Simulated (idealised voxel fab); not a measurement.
process module | voxel fin reveal
cross-section cut | 265 nm wide | cells 5 nm
A cross-section is a grid of square cells, given in bands from the top down. A band is one or more rows of cells.
Each band's line starts with the height of the band's top and of its bottom, in nm. Then come its materials from left to right, each with its width in nm. One material with "throughout" fills the band from edge to edge. "air" is empty space.
Height 0 is the level under which the wafer as received is all one material. The lowest band goes on downwards, as in "0 down".
A width such as "30 to 40" changes by the same amount from each row of cells to the next, from the band's top row to its bottom row.
"no change" after a step means that no cell of the cross-section changed.
closed voids: empty space of 8 cells or more with no open way to the top, each as width x height at its distance from the left edge, in nm
after a step's settings: what the simulator itself notes on the step
overlay nm, on a step with a mask: how far to the right of its planned place the mask lay; to the left if negative
plan
1 op RECEIVE | material Si
2 op CONFORMAL_DEP | material SiN | thk nm 5
3 op PATTERN | tone cover | mask id FINS | material resist | width nm 15 | pitch nm 45 | thk nm 15 | overlay nm 0
4 op DIRECTIONAL_ETCH | etch materials SiN | depth nm 5
5 op DIRECTIONAL_ETCH | etch materials Si | depth nm 30
6 op STRIP | etch materials resist
7 op OXIDIZE | depth nm 5
8 op FILL_DEP | material SiO2 | thk nm 15
9 op CMP | height nm 5
10 op SELECTIVE_ETCH | etch materials SiO2 | depth nm 15
11 op STRIP | etch materials SiN
12 op CONFORMAL_DEP | material SiO2 | thk nm 5
as received, after step 1
  0 down: Si throughout
  closed voids: none
a wafer at the end: this start, this plan, one mistake
  5 to 0: air 55 | SiO2 15 | air 30 | SiO2 15 | air 30 | SiO2 15 | air 30 | SiO2 15 | air 60
  0 to -5: air 55 | SiO2 5 | Si 5 | SiO2 5 | air 30 | SiO2 5 | Si 5 | SiO2 5 | air 30 | SiO2 5 | Si 5 | SiO2 5 | air 30 | SiO2 5 | Si 5 | SiO2 5 | air 60
  -5 to -65: SiO2 60 | Si 5 | SiO2 40 | Si 5 | SiO2 40 | Si 5 | SiO2 40 | Si 5 | SiO2 65
  -65 down: Si throughout
  closed voids: none
what went wrong: step 5 was run twice
